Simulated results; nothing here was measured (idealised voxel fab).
The following is a process module called voxel self aligned vias.
The cross-section on display is named cut; it measures 280 nm wide, and its cells are 5 nm squares.
Notation: cross-section as square-cell grid; stated in bands, top first, going down; one or more cell rows per band.
In this notation a band is specified by the heights of its top and bottom, in that order and in nm, after which its materials appear from left to right, each paired with its width in nm. The word "all across" attached to a single material means that material fills the band from edge to edge; the word "blank" stands for empty space.
We count height from 0. Below that, the starting wafer is all one material. The lowest band never ends at the bottom but goes on down; see "0 and below" for how that is written.
A width given as "30->40" starts at the first number in the band's top row and ends at the second number in its bottom row, shifting by an equal amount at every step from row to row.
"nothing different" (step): cross-section cells unchanged, all of them.
The entry "Closed void roster" lists the empty spaces that cover at least 8 cells and have no open path to the top. Each is written as width x height at distance, where the distance is measured from the left edge and all three values are in nm.
Where a step's line continues beyond its settings, the continuation is a remark by the simulator itself on that step.
overlay nm: right-of-plan distance of the mask on a masked step; negative values mean left-of-plan.
Process steps foreseen in the plan
1,RECEIVE | material Si
2,CONFORMAL_DEP | material SiO2 | thk nm 15
3,CONFORMAL_DEP | material SiCN | thk nm 5
4,DIRECTIONAL_DEP | material SiO2 | thk nm 30
5,MASKED_ETCH | tone open | mask id LINES | width nm 30 | pitch nm 65 | etch materials SiO2 | depth nm 30 | overlay nm 0
6,CONFORMAL_DEP | material TiN | thk nm 5
7,FILL_DEP | material Ru | thk nm 5
8,CMP | height nm 50
9,SELECTIVE_ETCH | etch materials W Ru TiN | depth nm 5
10,FILL_DEP | material SiN | thk nm 5
11,CMP | height nm 50
12,DIRECTIONAL_DEP | material SiO2 | thk nm 15
13,MASKED_ETCH | tone open | mask id VIAS | width nm 30 | pitch nm 130 | etch materials SiO2 | depth nm 15 | overlay nm 0
14,MASKED_ETCH | tone open | mask id VIAS | width nm 40 | pitch nm 130 | etch materials SiN | depth nm 5 | overlay nm 0
15,CONFORMAL_DEP | material TiN | thk nm 5
16,FILL_DEP | material Ru | thk nm 5
17,CMP | height nm 65
18,CONFORMAL_DEP | material SiN | thk nm 5
The wafers in this document start out alike and differ in the width nm applied at step 13; the plan shows the value used for the first wafer.
Received condition of the first of several wafers, sectioned: post-step 1
0 and below = Si all across
Closed void roster: none
The figure below presents a cross-section of the first of several wafers at the conclusion of the module, following its last step, step 18
70 down to 65 = SiN all across
65 down to 50 = SiO2 60 | TiN 5 | Ru 20 | TiN 5 | SiO2 100 | TiN 5 | Ru 20 | TiN 5 | SiO2 60
50 down to 45 = SiO2 60 | TiN 30 | SiO2 35 | SiN 30 | SiO2 35 | TiN 30 | SiO2 60
45 down to 25 = SiO2 60 | TiN 5 | Ru 20 | TiN 5 | SiO2 35 | TiN 5 | Ru 20 | TiN 5 | SiO2 35 | TiN 5 | Ru 20 | TiN 5 | SiO2 60
25 down to 20 = SiO2 60 | TiN 30 | SiO2 35 | TiN 30 | SiO2 35 | TiN 30 | SiO2 60
20 down to 15 = SiCN all across
15 down to 0 = SiO2 all across
0 and below = Si all across
Closed void roster: none
Cross-sectional view, end of module, last wafer of several
70 down to 65 = SiN all across
65 down to 55 = SiO2 50 | TiN 5 | Ru 45 | TiN 5 | SiO2 75 | TiN 5 | Ru 45 | TiN 5 | SiO2 45
55 down to 50 = SiO2 50 | TiN 15 | Ru 20 | TiN 20 | SiO2 75 | TiN 15 | Ru 20 | TiN 20 | SiO2 45
50 down to 45 = SiO2 60 | TiN 30 | SiO2 35 | SiN 30 | SiO2 35 | TiN 30 | SiO2 60
45 down to 25 = SiO2 60 | TiN 5 | Ru 20 | TiN 5 | SiO2 35 | TiN 5 | Ru 20 | TiN 5 | SiO2 35 | TiN 5 | Ru 20 | TiN 5 | SiO2 60
25 down to 20 = SiO2 60 | TiN 30 | SiO2 35 | TiN 30 | SiO2 35 | TiN 30 | SiO2 60
20 down to 15 = SiCN all across
15 down to 0 = SiO2 all across
0 and below = Si all across
Closed void roster: none
Each row below is a wafer at the end of the module, listing for every material the number of cells it has gained (+) or lost (-) since it was received, followed by its closed voids
width nm 30 | +72 Ru | +56 SiCN | +62 SiN | +528 SiO2 | +66 TiN | Closed void roster: none
width nm 35 | +76 Ru | +56 SiCN | +62 SiN | +522 SiO2 | +68 TiN | Closed void roster: none
width nm 40 | +80 Ru | +56 SiCN | +62 SiN | +516 SiO2 | +70 TiN | Closed void roster: none
width nm 45 | +84 Ru | +56 SiCN | +62 SiN | +510 SiO2 | +72 TiN | Closed void roster: none
width nm 50 | +88 Ru | +56 SiCN | +62 SiN | +504 SiO2 | +74 TiN | Closed void roster: none
width nm 55 | +92 Ru | +56 SiCN | +62 SiN | +498 SiO2 | +76 TiN | Closed void roster: none
